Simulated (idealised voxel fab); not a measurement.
Process module name: voxel released beams
Displayed cross-section: cut, width of 170 nm, square cells sized 5 nm.
The cross-sections in this document take the form of a grid made of square cells. They are written out as bands, in order from top to bottom. Each band consists of one or more rows of cells.
Band: top height; bottom height; in nm. Then, left to right: material with width in nm, for each material. "throughout": a single material spanning edge to edge. "air": empty space.
Heights are expressed relative to 0, this being the level below which the as-received wafer comprises one material exclusively. The lowest band is unbounded in the downward direction and is denoted as in "top 0, no bottom".
Think of "30->40" as a width that walks from the first number to the second as you go down the band, top row to bottom row, taking equal-sized steps from row to row.
Reading "no change occurred" for a step: not a cell of the cross-section changed in it.
Entry "Completely enclosed voids". Content: empty spaces with no open connection to the top, size 8 cells or greater. Each: width x height at distance. Distance: from left edge. Unit: nm.
If you see something after the settings on a step's line, that's the simulator's own remark about that step.
For masked steps, "overlay nm" on the step line gives how far right of plan the mask actually lay; a minus sign means it lay to the left.
# Planned step list for the process
1 RECEIVE: material Si
2 CONFORMAL_DEP: material Al2O3, thk nm 10
3 DIRECTIONAL_DEP: material SiO2, thk nm 20
4 PATTERN: tone open, mask id ANCHOR, material resist, width nm 30, thk nm 20, overlay nm 0
5 DIRECTIONAL_ETCH: etch materials SiO2, depth nm 20
6 STRIP: etch materials resist
7 CONFORMAL_DEP: material W, thk nm 10
8 PATTERN: tone cover, mask id BEAM, material resist, width nm 75, thk nm 15, overlay nm 0
9 DIRECTIONAL_ETCH: etch materials W, depth nm 10
10 STRIP: etch materials resist
11 STRIP: etch materials SiO2
# Account of the first of two wafers, which was processed as intended
# Step 1 complete: cross-section of the wafer as received
	top 0, no bottom | Si throughout
	Completely enclosed voids: none
# Presented here is a cross-section of the wafer after step 2 has been performed
	top 10, bottom 0 | Al2O3 throughout
	Everything under 0 stays put, no change at all.
# Presented here is a cross-section of the wafer after step 3 has been performed
	top 30, bottom 10 | SiO2 throughout
	Everything under 10 stays put, no change at all.
# Presented here is a cross-section of the wafer after step 4 has been performed
	top 50, bottom 30 | 50 resist | 30 air | 90 resist
	Everything under 30 stays put, no change at all.
# Presented here is a cross-section of the wafer after step 5 has been performed
	top 50, bottom 30 | 50 resist | 30 air | 90 resist
	top 30, bottom 10 | 50 SiO2 | 30 air | 90 SiO2
	Everything under 10 stays put, no change at all.
# Presented here is a cross-section of the wafer after step 6 has been performed
	top 30, bottom 10 | 50 SiO2 | 30 air | 90 SiO2
	Everything under 10 stays put, no change at all.
# Presented here is a cross-section of the wafer after step 7 has been performed
	top 40, bottom 30 | 60 W | 10 air | 100 W
	top 30, bottom 20 | 50 SiO2 | 10 W | 10 air | 10 W | 90 SiO2
	top 20, bottom 10 | 50 SiO2 | 30 W | 90 SiO2
	Everything under 10 stays put, no change at all.
# Presented here is a cross-section of the wafer after step 8 has been performed
	top 55, bottom 40 | 45 air | 75 resist | 50 air
	top 40, bottom 30 | 60 W | 10 resist | 100 W
	top 30, bottom 20 | 50 SiO2 | 10 W | 10 resist | 10 W | 90 SiO2
	Everything under 20 stays put, no change at all.
# Presented here is a cross-section of the wafer after step 9 has been performed
	top 55, bottom 40 | 45 air | 75 resist | 50 air
	top 40, bottom 30 | 45 air | 15 W | 10 resist | 50 W | 50 air
	Everything under 30 stays put, no change at all.
# Presented here is a cross-section of the wafer after step 10 has been performed
	top 40, bottom 30 | 45 air | 15 W | 10 air | 50 W | 50 air
	top 30, bottom 20 | 50 SiO2 | 10 W | 10 air | 10 W | 90 SiO2
	Everything under 20 stays put, no change at all.
# Presented here is a cross-section of the wafer after step 11 has been performed
	top 40, bottom 30 | 45 air | 15 W | 10 air | 50 W | 50 air
	top 30, bottom 20 | 50 air | 10 W | 10 air | 10 W | 90 air
	top 20, bottom 10 | 50 air | 30 W | 90 air
	Everything under 10 stays put, no change at all.
# Wafer two: like wafer one in start and plan, but with one mistake in execution; identical up to and including step 7
# Cross-section, second wafer, at the end time the plan gives for step 8
	top 55, bottom 40 | 40 air | 85 resist | 45 air
	top 40, bottom 30 | 60 W | 10 resist | 100 W
	top 30, bottom 20 | 50 SiO2 | 10 W | 10 resist | 10 W | 90 SiO2
	Everything under 20 stays put, no change at all.
# Cross-section, second wafer, at the end time the plan gives for step 9
	top 55, bottom 40 | 40 air | 85 resist | 45 air
	top 40, bottom 30 | 40 air | 20 W | 10 resist | 55 W | 45 air
	Everything under 30 stays put, no change at all.
# Cross-section, second wafer, at the end time the plan gives for step 10
	top 40, bottom 30 | 40 air | 20 W | 10 air | 55 W | 45 air
	top 30, bottom 20 | 50 SiO2 | 10 W | 10 air | 10 W | 90 SiO2
	Everything under 20 stays put, no change at all.
# Cross-section, second wafer, at the end time the plan gives for step 11
	top 40, bottom 30 | 40 air | 20 W | 10 air | 55 W | 45 air
	top 30, bottom 20 | 50 air | 10 W | 10 air | 10 W | 90 air
	top 20, bottom 10 | 50 air | 30 W | 90 air
	Everything under 10 stays put, no change at all.
Heads up, the wafer didn't run the way we planned it: step 8 did not happen as planned, as run it was PATTERN: tone cover, mask id BEAM, material resist, width nm 85, thk nm 15, overlay nm 0
The second wafer ends with more or fewer cells of some materials than the first, per final count: W +4
